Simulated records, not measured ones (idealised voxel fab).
Process module name: voxel wiring stack
Section shown: cut. Width: 160 nm. Cell size: 5 nm, square.
Reading order for cross-sections: top band down to bottom band. Underlying form: a grid of square cells. Band size: one or more rows of cells.
This entry defines a band. It first specifies the height of the band's top and the height of its bottom in nm, and then specifies the band's materials from left to right, stating each material with its width in nm. The word "throughout" identifies a single material that fills the band from edge to edge, while the word "air" identifies empty space.
We count height from 0. Below that, the starting wafer is all one material. The lowest band never ends at the bottom but goes on down; see "0..down" for how that is written.
So if you see something like "30..40" for the width, read it as the top row of the band sitting at the first number and the bottom row at the second, with every row in between moving by the same amount as the last.
Reading "no change" for a step: not a cell of the cross-section changed in it.
If an empty space has no open way to the top and is at least 8 cells in size, "Sealed void inventory" lists it, written width x height at distance, where distance is measured from the left edge and every value is in nm.
Anything after a step's settings on that line? It's the simulator's own note about the step.
"overlay nm" on a masked step: distance the mask lay right of its planned place, negative for left.
Note on reading: below, each pair holds a cross-section from before one process step and one from after it; the one from after shows only down to the lowest band that changed. Beneath the pair, the step in between is stated along with its settings. The pairs can stem from different runs of this module on the same starting wafer. Where a pair's entry headed "Geometry before processing" says so, and only there, that pair continues from the pair above it.

# Geometry before processing
	105..100: SiCN throughout
	100..90: lowk: 45, Ru: 15, lowk: 30, Ru: 15, lowk: 55
	90..85: SiCN: 45, Ru: 15, SiCN: 30, Ru: 15, SiCN: 55
	85..65: lowk: 45, TiN: 5, Ru: 10, TiN: 5, lowk: 25, TiN: 5, Ru: 10, TiN: 5, lowk: 50
	65..60: SiN: 45, TiN: 20, SiN: 25, TiN: 20, SiN: 50
	60..40: lowk: 40, TiN: 5, W: 15, TiN: 5, lowk: 95
	40..35: SiCN: 40, TiN: 25, SiCN: 95
	35..20: lowk: 40, SiN: 5, W: 20, SiN: 5, lowk: 15, SiN: 5, W: 20, SiN: 5, lowk: 45
	20..15: SiN: 45, TiN: 20, SiN: 25, TiN: 20, SiN: 50
	15..0: SiO2 throughout
	0..down: Si throughout
	Sealed void inventory: none

# As Processed
	125..105: SiO2 throughout
	Whatever lies below 105 is exactly as it was before.
	Sealed void inventory: none
Between the two cross-sections above, the process step reads DIRECTIONAL_DEP: material SiO2, thk nm 20

Geometry before processing: no separate figure, the pair right above already shows it after its step.

# As Processed
	145..125: resist: 45, air: 20, resist: 25, air: 20, resist: 50
	Whatever lies below 125 is exactly as it was before.
	Sealed void inventory: none
Between the two cross-sections above, the process step reads PATTERN: tone open, mask id METAL_3, material resist, width nm 20, pitch nm 45, thk nm 20, overlay nm 0

Geometry before processing: no separate figure, the pair right above already shows it after its step.

# As Processed
	145..125: resist: 45, air: 20, resist: 25, air: 20, resist: 50
	125..105: SiO2: 45, air: 20, SiO2: 25, air: 20, SiO2: 50
	Whatever lies below 105 is exactly as it was before.
	Sealed void inventory: none
Between the two cross-sections above, the process step reads DIRECTIONAL_ETCH: etch materials SiO2, depth nm 20

Geometry before processing: no separate figure, the pair right above already shows it after its step.

# As Processed
	145..125: resist: 45, air: 20, resist: 25, air: 20, resist: 50
	125..105: SiO2: 45, air: 20, SiO2: 25, air: 20, SiO2: 50
	105..100: SiCN: 45, air: 20, SiCN: 25, air: 20, SiCN: 50
	Whatever lies below 100 is exactly as it was before.
	Sealed void inventory: none
Between the two cross-sections above, the process step reads DIRECTIONAL_ETCH: etch materials SiCN, depth nm 5

Geometry before processing: no separate figure, the pair right above already shows it after its step.

# As Processed
	125..105: SiO2: 45, air: 20, SiO2: 25, air: 20, SiO2: 50
	Whatever lies below 105 is exactly as it was before.
	Sealed void inventory: none
Between the two cross-sections above, the process step reads STRIP: etch materials resist

Geometry before processing: no separate figure, the pair right above already shows it after its step.

# As Processed
	130..125: TiN: 50, air: 10, TiN: 35, air: 10, TiN: 55
	125..105: SiO2: 45, TiN: 5, air: 10, TiN: 5, SiO2: 25, TiN: 5, air: 10, TiN: 5, SiO2: 50
	105..100: SiCN: 45, TiN: 20, SiCN: 25, TiN: 20, SiCN: 50
	Whatever lies below 100 is exactly as it was before.
	Sealed void inventory: none
Between the two cross-sections above, the process step reads CONFORMAL_DEP: material TiN, thk nm 5

Geometry before processing: no separate figure, the pair right above already shows it after its step.

# As Processed
	135..130: Cu throughout
	130..125: TiN: 50, Cu: 10, TiN: 35, Cu: 10, TiN: 55
	125..105: SiO2: 45, TiN: 5, Cu: 10, TiN: 5, SiO2: 25, TiN: 5, Cu: 10, TiN: 5, SiO2: 50
	Whatever lies below 105 is exactly as it was before.
	Sealed void inventory: none
Between the two cross-sections above, the process step reads FILL_DEP: material Cu, thk nm 5

Geometry before processing: no separate figure, the pair right above already shows it after its step.

# As Processed
	125..105: SiO2: 45, TiN: 5, Cu: 10, TiN: 5, SiO2: 25, TiN: 5, Cu: 10, TiN: 5, SiO2: 50
	Whatever lies below 105 is exactly as it was before.
	Sealed void inventory: none
Between the two cross-sections above, the process step reads CMP: height nm 125

Geometry before processing: no separate figure, the pair right above already shows it after its step.

# As Processed
	130..125: air: 40, Ru: 30, air: 15, Ru: 30, air: 45
	Whatever lies below 125 is exactly as it was before.
	Sealed void inventory: none
Between the two cross-sections above, the process step reads EPI: material Ru, thk nm 5

Geometry before processing: no separate figure, the pair right above already shows it after its step.

# As Processed
	135..130: SiCN throughout
	130..125: SiCN: 40, Ru: 30, SiCN: 15, Ru: 30, SiCN: 45
	Whatever lies below 125 is exactly as it was before.
	Sealed void inventory: none
Between the two cross-sections above, the process step reads FILL_DEP: material SiCN, thk nm 5

# Geometry before processing
	60..40: lowk throughout
	40..35: SiCN throughout
	35..20: lowk: 40, SiN: 5, W: 20, SiN: 5, lowk: 15, SiN: 5, W: 20, SiN: 5, lowk: 45
	20..15: SiN: 45, TiN: 20, SiN: 25, TiN: 20, SiN: 50
	15..0: SiO2 throughout
	0..down: Si throughout
	Sealed void inventory: none

# As Processed
	75..60: resist: 50, air: 15, resist: 95
	Whatever lies below 60 is exactly as it was before.
	Sealed void inventory: none
Between the two cross-sections above, the process step reads PATTERN: tone open, mask id PLUG_1, material resist, width nm 15, thk nm 15, overlay nm 5

Geometry before processing: no separate figure, the pair right above already shows it after its step.

# As Processed
	75..60: resist: 50, air: 15, resist: 95
	60..40: lowk: 50, air: 15, lowk: 95
	Whatever lies below 40 is exactly as it was before.
	Sealed void inventory: none
Between the two cross-sections above, the process step reads DIRECTIONAL_ETCH: etch materials lowk, depth nm 20

Geometry before processing: no separate figure, the pair right above already shows it after its step.

# As Processed
	75..60: resist: 50, air: 15, resist: 95
	60..40: lowk: 50, air: 15, lowk: 95
	40..35: SiCN: 50, air: 15, SiCN: 95
	Whatever lies below 35 is exactly as it was before.
	Sealed void inventory: none
Between the two cross-sections above, the process step reads DIRECTIONAL_ETCH: etch materials SiCN, depth nm 5

Geometry before processing: no separate figure, the pair right above already shows it after its step.

# As Processed
	60..40: lowk: 50, air: 15, lowk: 95
	Whatever lies below 40 is exactly as it was before.
	Sealed void inventory: none
Between the two cross-sections above, the process step reads STRIP: etch materials resist

Geometry before processing: no separate figure, the pair right above already shows it after its step.

# As Processed
	65..60: TiN: 55, air: 5, TiN: 100
	60..40: lowk: 50, TiN: 5, air: 5, TiN: 5, lowk: 95
	40..35: SiCN: 50, TiN: 15, SiCN: 95
	Whatever lies below 35 is exactly as it was before.
	Sealed void inventory: none
Between the two cross-sections above, the process step reads CONFORMAL_DEP: material TiN, thk nm 5

Geometry before processing: no separate figure, the pair right above already shows it after its step.

# As Processed
	70..65: W throughout
	65..60: TiN: 55, W: 5, TiN: 100
	60..40: lowk: 50, TiN: 5, W: 5, TiN: 5, lowk: 95
	Whatever lies below 40 is exactly as it was before.
	Sealed void inventory: none
Between the two cross-sections above, the process step reads FILL_DEP: material W, thk nm 5

Geometry before processing: no separate figure, the pair right above already shows it after its step.

# As Processed
	60..40: lowk: 50, TiN: 5, W: 5, TiN: 5, lowk: 95
	Whatever lies below 40 is exactly as it was before.
	Sealed void inventory: none
Between the two cross-sections above, the process step reads CMP: height nm 60

Geometry before processing: no separate figure, the pair right above already shows it after its step.

# As Processed
	65..60: SiN throughout
	Whatever lies below 60 is exactly as it was before.
	Sealed void inventory: none
Between the two cross-sections above, the process step reads CONFORMAL_DEP: material SiN, thk nm 5

Geometry before processing: no separate figure, the pair right above already shows it after its step.

# As Processed
	85..65: lowk throughout
	Whatever lies below 65 is exactly as it was before.
	Sealed void inventory: none
Between the two cross-sections above, the process step reads DIRECTIONAL_DEP: material lowk, thk nm 20

Geometry before processing: no separate figure, the pair right above already shows it after its step.

# As Processed
	100..85: resist: 45, air: 20, resist: 25, air: 20, resist: 50
	Whatever lies below 85 is exactly as it was before.
	Sealed void inventory: none
Between the two cross-sections above, the process step reads PATTERN: tone open, mask id METAL_2, material resist, width nm 20, pitch nm 45, thk nm 15, overlay nm 0

Geometry before processing: no separate figure, the pair right above already shows it after its step.

# As Processed
	100..85: resist: 45, air: 20, resist: 25, air: 20, resist: 50
	85..65: lowk: 45, air: 20, lowk: 25, air: 20, lowk: 50
	Whatever lies below 65 is exactly as it was before.
	Sealed void inventory: none
Between the two cross-sections above, the process step reads DIRECTIONAL_ETCH: etch materials lowk, depth nm 20

Geometry before processing: no separate figure, the pair right above already shows it after its step.

# As Processed
	100..85: resist: 45, air: 20, resist: 25, air: 20, resist: 50
	85..65: lowk: 45, air: 20, lowk: 25, air: 20, lowk: 50
	65..60: SiN: 45, air: 20, SiN: 25, air: 20, SiN: 50
	Whatever lies below 60 is exactly as it was before.
	Sealed void inventory: none
Between the two cross-sections above, the process step reads DIRECTIONAL_ETCH: etch materials SiN, depth nm 5

Geometry before processing: no separate figure, the pair right above already shows it after its step.

# As Processed
	85..65: lowk: 45, air: 20, lowk: 25, air: 20, lowk: 50
	Whatever lies below 65 is exactly as it was before.
	Sealed void inventory: none
Between the two cross-sections above, the process step reads STRIP: etch materials resist

Geometry before processing: no separate figure, the pair right above already shows it after its step.

# As Processed
	90..85: TiN: 50, air: 10, TiN: 35, air: 10, TiN: 55
	85..65: lowk: 45, TiN: 5, air: 10, TiN: 5, lowk: 25, TiN: 5, air: 10, TiN: 5, lowk: 50
	65..60: SiN: 45, TiN: 20, SiN: 25, TiN: 20, SiN: 50
	Whatever lies below 60 is exactly as it was before.
	Sealed void inventory: none
Between the two cross-sections above, the process step reads CONFORMAL_DEP: material TiN, thk nm 5

Geometry before processing: no separate figure, the pair right above already shows it after its step.

# As Processed
	95..90: Ru throughout
	90..85: TiN: 50, Ru: 10, TiN: 35, Ru: 10, TiN: 55
	85..65: lowk: 45, TiN: 5, Ru: 10, TiN: 5, lowk: 25, TiN: 5, Ru: 10, TiN: 5, lowk: 50
	Whatever lies below 65 is exactly as it was before.
	Sealed void inventory: none
Between the two cross-sections above, the process step reads FILL_DEP: material Ru, thk nm 5

Geometry before processing: no separate figure, the pair right above already shows it after its step.

# As Processed
	85..65: lowk: 45, TiN: 5, Ru: 10, TiN: 5, lowk: 25, TiN: 5, Ru: 10, TiN: 5, lowk: 50
	Whatever lies below 65 is exactly as it was before.
	Sealed void inventory: none
Between the two cross-sections above, the process step reads CMP: height nm 85

Geometry before processing: no separate figure, the pair right above already shows it after its step.

# As Processed
	90..85: SiCN throughout
	Whatever lies below 85 is exactly as it was before.
	Sealed void inventory: none
Between the two cross-sections above, the process step reads CONFORMAL_DEP: material SiCN, thk nm 5

Geometry before processing: no separate figure, the pair right above already shows it after its step.

# As Processed
	100..90: lowk throughout
	Whatever lies below 90 is exactly as it was before.
	Sealed void inventory: none
Between the two cross-sections above, the process step reads DIRECTIONAL_DEP: material lowk, thk nm 10

Geometry before processing: no separate figure, the pair right above already shows it after its step.

# As Processed
	100..90: lowk: 45, air: 15, lowk: 30, air: 15, lowk: 55
	Whatever lies below 90 is exactly as it was before.
	Sealed void inventory: none
Between the two cross-sections above, the process step reads MASKED_ETCH: tone open, mask id PLUG_2, width nm 15, pitch nm 45, etch materials lowk, depth nm 10, overlay nm 0

Geometry before processing: no separate figure, the pair right above already shows it after its step.

# As Processed
	100..90: lowk: 45, air: 15, lowk: 30, air: 15, lowk: 55
	90..85: SiCN: 45, air: 15, SiCN: 30, air: 15, SiCN: 55
	Whatever lies below 85 is exactly as it was before.
	Sealed void inventory: none
Between the two cross-sections above, the process step reads MASKED_ETCH: tone open, mask id PLUG_2, width nm 15, pitch nm 45, etch materials SiCN, depth nm 5, overlay nm 0

Geometry before processing: no separate figure, the pair right above already shows it after its step.

# As Processed
	100..95: lowk: 45, air: 15, lowk: 30, air: 15, lowk: 55
	95..90: lowk: 45, Ru: 15, lowk: 30, Ru: 15, lowk: 55
	90..85: SiCN: 45, Ru: 15, SiCN: 30, Ru: 15, SiCN: 55
	Whatever lies below 85 is exactly as it was before.
	Sealed void inventory: none
Between the two cross-sections above, the process step reads EPI: material Ru, thk nm 10

Geometry before processing: no separate figure, the pair right above already shows it after its step.

# As Processed
	100..90: lowk: 45, Ru: 15, lowk: 30, Ru: 15, lowk: 55
	Whatever lies below 90 is exactly as it was before.
	Sealed void inventory: none
Between the two cross-sections above, the process step reads EPI: material Ru, thk nm 5

Geometry before processing: no separate figure, the pair right above already shows it after its step.

# As Processed
	105..100: SiCN throughout
	Whatever lies below 100 is exactly as it was before.
	Sealed void inventory: none
Between the two cross-sections above, the process step reads CONFORMAL_DEP: material SiCN, thk nm 5

Geometry before processing: no separate figure, the pair right above already shows it after its step.

# As Processed
	125..105: SiO2 throughout
	Whatever lies below 105 is exactly as it was before.
	Sealed void inventory: none
Between the two cross-sections above, the process step reads DIRECTIONAL_DEP: material SiO2, thk nm 20

Geometry before processing: no separate figure, the pair right above already shows it after its step.

# As Processed
	145..125: resist: 45, air: 20, resist: 25, air: 20, resist: 50
	Whatever lies below 125 is exactly as it was before.
	Sealed void inventory: none
Between the two cross-sections above, the process step reads PATTERN: tone open, mask id METAL_3, material resist, width nm 20, pitch nm 45, thk nm 20, overlay nm 0

Geometry before processing: no separate figure, the pair right above already shows it after its step.

# As Processed
	145..125: resist: 45, air: 20, resist: 25, air: 20, resist: 50
	125..105: SiO2: 45, air: 20, SiO2: 25, air: 20, SiO2: 50
	Whatever lies below 105 is exactly as it was before.
	Sealed void inventory: none
Between the two cross-sections above, the process step reads DIRECTIONAL_ETCH: etch materials SiO2, depth nm 20

Geometry before processing: no separate figure, the pair right above already shows it after its step.

# As Processed
	145..125: resist: 45, air: 20, resist: 25, air: 20, resist: 50
	125..105: SiO2: 45, air: 20, SiO2: 25, air: 20, SiO2: 50
	105..100: SiCN: 45, air: 20, SiCN: 25, air: 20, SiCN: 50
	Whatever lies below 100 is exactly as it was before.
	Sealed void inventory: none
Between the two cross-sections above, the process step reads DIRECTIONAL_ETCH: etch materials SiCN, depth nm 5

Geometry before processing: no separate figure, the pair right above already shows it after its step.

# As Processed
	125..105: SiO2: 45, air: 20, SiO2: 25, air: 20, SiO2: 50
	Whatever lies below 105 is exactly as it was before.
	Sealed void inventory: none
Between the two cross-sections above, the process step reads STRIP: etch materials resist

Geometry before processing: no separate figure, the pair right above already shows it after its step.

# As Processed
	130..125: TiN: 50, air: 10, TiN: 35, air: 10, TiN: 55
	125..105: SiO2: 45, TiN: 5, air: 10, TiN: 5, SiO2: 25, TiN: 5, air: 10, TiN: 5, SiO2: 50
	105..100: SiCN: 45, TiN: 20, SiCN: 25, TiN: 20, SiCN: 50
	Whatever lies below 100 is exactly as it was before.
	Sealed void inventory: none
Between the two cross-sections above, the process step reads CONFORMAL_DEP: material TiN, thk nm 5

Geometry before processing: no separate figure, the pair right above already shows it after its step.

# As Processed
	135..130: Cu throughout
	130..125: TiN: 50, Cu: 10, TiN: 35, Cu: 10, TiN: 55
	125..105: SiO2: 45, TiN: 5, Cu: 10, TiN: 5, SiO2: 25, TiN: 5, Cu: 10, TiN: 5, SiO2: 50
	Whatever lies below 105 is exactly as it was before.
	Sealed void inventory: none
Between the two cross-sections above, the process step reads FILL_DEP: material Cu, thk nm 5

Geometry before processing: no separate figure, the pair right above already shows it after its step.

# As Processed
	125..105: SiO2: 45, TiN: 5, Cu: 10, TiN: 5, SiO2: 25, TiN: 5, Cu: 10, TiN: 5, SiO2: 50
	Whatever lies below 105 is exactly as it was before.
	Sealed void inventory: none
Between the two cross-sections above, the process step reads CMP: height nm 125

Geometry before processing: no separate figure, the pair right above already shows it after its step.

# As Processed
	130..125: air: 40, Ru: 30, air: 15, Ru: 30, air: 45
	Whatever lies below 125 is exactly as it was before.
	Sealed void inventory: none
Between the two cross-sections above, the process step reads EPI: material Ru, thk nm 5

Geometry before processing: no separate figure, the pair right above already shows it after its step.

# As Processed
	135..130: SiCN throughout
	130..125: SiCN: 40, Ru: 30, SiCN: 15, Ru: 30, SiCN: 45
	Whatever lies below 125 is exactly as it was before.
	Sealed void inventory: none
Between the two cross-sections above, the process step reads FILL_DEP: material SiCN, thk nm 5

# Geometry before processing
	130..125: air: 40, Ru: 30, air: 15, Ru: 30, air: 45
	125..105: SiO2: 45, TiN: 5, Cu: 10, TiN: 5, SiO2: 25, TiN: 5, Cu: 10, TiN: 5, SiO2: 50
	105..100: SiCN: 45, TiN: 20, SiCN: 25, TiN: 20, SiCN: 50
	100..90: lowk: 45, Ru: 15, lowk: 30, Ru: 15, lowk: 55
	90..85: SiCN: 45, Ru: 15, SiCN: 30, Ru: 15, SiCN: 55
	85..65: lowk: 45, TiN: 5, Ru: 10, TiN: 5, lowk: 25, TiN: 5, Ru: 10, TiN: 5, lowk: 50
	65..60: SiN: 45, TiN: 20, SiN: 25, TiN: 20, SiN: 50
	60..40: lowk: 45, TiN: 5, W: 5, TiN: 5, lowk: 100
	40..35: SiCN: 45, TiN: 15, SiCN: 100
	35..20: lowk: 40, SiN: 5, W: 20, SiN: 5, lowk: 15, SiN: 5, W: 20, SiN: 5, lowk: 45
	20..15: SiN: 45, TiN: 20, SiN: 25, TiN: 20, SiN: 50
	15..0: SiO2 throughout
	0..down: Si throughout
	Sealed void inventory: none

# As Processed
	135..130: Cu throughout
	130..125: Cu: 40, Ru: 30, Cu: 15, Ru: 30, Cu: 45
	Whatever lies below 125 is exactly as it was before.
	Sealed void inventory: none
Between the two cross-sections above, the process step reads FILL_DEP: material Cu, thk nm 5

# Geometry before processing
	100..90: lowk throughout
	90..85: SiCN throughout
	85..65: lowk: 45, TiN: 5, Ru: 10, TiN: 5, lowk: 25, TiN: 5, Ru: 10, TiN: 5, lowk: 50
	65..60: SiN: 45, TiN: 20, SiN: 25, TiN: 20, SiN: 50
	60..40: lowk: 45, TiN: 5, W: 5, TiN: 5, lowk: 100
	40..35: SiCN: 45, TiN: 15, SiCN: 100
	35..20: lowk: 40, SiN: 5, W: 20, SiN: 5, lowk: 15, SiN: 5, W: 20, SiN: 5, lowk: 45
	20..15: SiN: 45, TiN: 20, SiN: 25, TiN: 20, SiN: 50
	15..0: SiO2 throughout
	0..down: Si throughout
	Sealed void inventory: none

# As Processed
	100..90: air: 45, lowk: 15, air: 30, lowk: 15, air: 55
	Whatever lies below 90 is exactly as it was before.
	Sealed void inventory: none
Between the two cross-sections above, the process step reads MASKED_ETCH: tone cover, mask id PLUG_2, width nm 15, pitch nm 45, etch materials lowk, depth nm 10, overlay nm 0

Geometry before processing: no separate figure, the pair right above already shows it after its step.

# As Processed
	105..100: air: 40, SiCN: 25, air: 20, SiCN: 25, air: 50
	100..95: air: 40, SiCN: 5, lowk: 15, SiCN: 5, air: 20, SiCN: 5, lowk: 15, SiCN: 5, air: 50
	95..90: SiCN: 45, lowk: 15, SiCN: 30, lowk: 15, SiCN: 55
	Whatever lies below 90 is exactly as it was before.
	Sealed void inventory: none
Between the two cross-sections above, the process step reads CONFORMAL_DEP: material SiCN, thk nm 5

Geometry before processing: no separate figure, the pair right above already shows it after its step.

# As Processed
	125..115: air: 40, SiO2: 25, air: 20, SiO2: 25, air: 50
	115..105: SiO2 throughout
	105..100: SiO2: 40, SiCN: 25, SiO2: 20, SiCN: 25, SiO2: 50
	100..95: SiO2: 40, SiCN: 5, lowk: 15, SiCN: 5, SiO2: 20, SiCN: 5, lowk: 15, SiCN: 5, SiO2: 50
	Whatever lies below 95 is exactly as it was before.
	Sealed void inventory: none
Between the two cross-sections above, the process step reads DIRECTIONAL_DEP: material SiO2, thk nm 20

Geometry before processing: no separate figure, the pair right above already shows it after its step.

# As Processed
	145..125: resist: 45, air: 20, resist: 25, air: 20, resist: 50
	125..115: resist: 40, SiO2: 25, resist: 20, SiO2: 25, resist: 50
	Whatever lies below 115 is exactly as it was before.
	Sealed void inventory: none
Between the two cross-sections above, the process step reads PATTERN: tone open, mask id METAL_3, material resist, width nm 20, pitch nm 45, thk nm 20, overlay nm 0

Geometry before processing: no separate figure, the pair right above already shows it after its step.

# As Processed
	145..125: resist: 45, air: 20, resist: 25, air: 20, resist: 50
	125..115: resist: 40, SiO2: 5, air: 20, resist: 20, SiO2: 5, air: 20, resist: 50
	115..105: SiO2: 45, air: 20, SiO2: 25, air: 20, SiO2: 50
	Whatever lies below 105 is exactly as it was before.
	Sealed void inventory: none
Between the two cross-sections above, the process step reads DIRECTIONAL_ETCH: etch materials SiO2, depth nm 20

Geometry before processing: no separate figure, the pair right above already shows it after its step.

# As Processed
	145..125: resist: 45, air: 20, resist: 25, air: 20, resist: 50
	125..115: resist: 40, SiO2: 5, air: 20, resist: 20, SiO2: 5, air: 20, resist: 50
	115..105: SiO2: 45, air: 20, SiO2: 25, air: 20, SiO2: 50
	105..100: SiO2: 40, SiCN: 5, air: 20, SiO2: 20, SiCN: 5, air: 20, SiO2: 50
	Whatever lies below 100 is exactly as it was before.
	Sealed void inventory: none
Between the two cross-sections above, the process step reads DIRECTIONAL_ETCH: etch materials SiCN, depth nm 5

Geometry before processing: no separate figure, the pair right above already shows it after its step.

# As Processed
	125..115: air: 40, SiO2: 5, air: 40, SiO2: 5, air: 70
	Whatever lies below 115 is exactly as it was before.
	Sealed void inventory: none
Between the two cross-sections above, the process step reads STRIP: etch materials resist

Geometry before processing: no separate figure, the pair right above already shows it after its step.

# As Processed
	130..125: air: 35, TiN: 15, air: 30, TiN: 15, air: 65
	125..120: air: 35, TiN: 5, SiO2: 5, TiN: 5, air: 30, TiN: 5, SiO2: 5, TiN: 5, air: 65
	120..115: TiN: 40, SiO2: 5, TiN: 5, air: 10, TiN: 25, SiO2: 5, TiN: 5, air: 10, TiN: 55
	115..105: SiO2: 45, TiN: 5, air: 10, TiN: 5, SiO2: 25, TiN: 5, air: 10, TiN: 5, SiO2: 50
	105..100: SiO2: 40, SiCN: 5, TiN: 20, SiO2: 20, SiCN: 5, TiN: 20, SiO2: 50
	Whatever lies below 100 is exactly as it was before.
	Sealed void inventory: none
Between the two cross-sections above, the process step reads CONFORMAL_DEP: material TiN, thk nm 5

Geometry before processing: no separate figure, the pair right above already shows it after its step.

# As Processed
	135..130: Cu throughout
	130..125: Cu: 35, TiN: 15, Cu: 30, TiN: 15, Cu: 65
	125..120: Cu: 35, TiN: 5, SiO2: 5, TiN: 5, Cu: 30, TiN: 5, SiO2: 5, TiN: 5, Cu: 65
	120..115: TiN: 40, SiO2: 5, TiN: 5, Cu: 10, TiN: 25, SiO2: 5, TiN: 5, Cu: 10, TiN: 55
	115..105: SiO2: 45, TiN: 5, Cu: 10, TiN: 5, SiO2: 25, TiN: 5, Cu: 10, TiN: 5, SiO2: 50
	Whatever lies below 105 is exactly as it was before.
	Sealed void inventory: none
Between the two cross-sections above, the process step reads FILL_DEP: material Cu, thk nm 5

Geometry before processing: no separate figure, the pair right above already shows it after its step.

# As Processed
	125..120: Cu: 35, TiN: 5, SiO2: 5, TiN: 5, Cu: 30, TiN: 5, SiO2: 5, TiN: 5, Cu: 65
	Whatever lies below 120 is exactly as it was before.
	Sealed void inventory: none
Between the two cross-sections above, the process step reads CMP: height nm 125

Geometry before processing: no separate figure, the pair right above already shows it after its step.

# As Processed
	130..125: Ru throughout
	Whatever lies below 125 is exactly as it was before.
	Sealed void inventory: none
Between the two cross-sections above, the process step reads EPI: material Ru, thk nm 5

Geometry before processing: no separate figure, the pair right above already shows it after its step.

# As Processed
	135..130: SiCN throughout
	Whatever lies below 130 is exactly as it was before.
	Sealed void inventory: none
Between the two cross-sections above, the process step reads FILL_DEP: material SiCN, thk nm 5
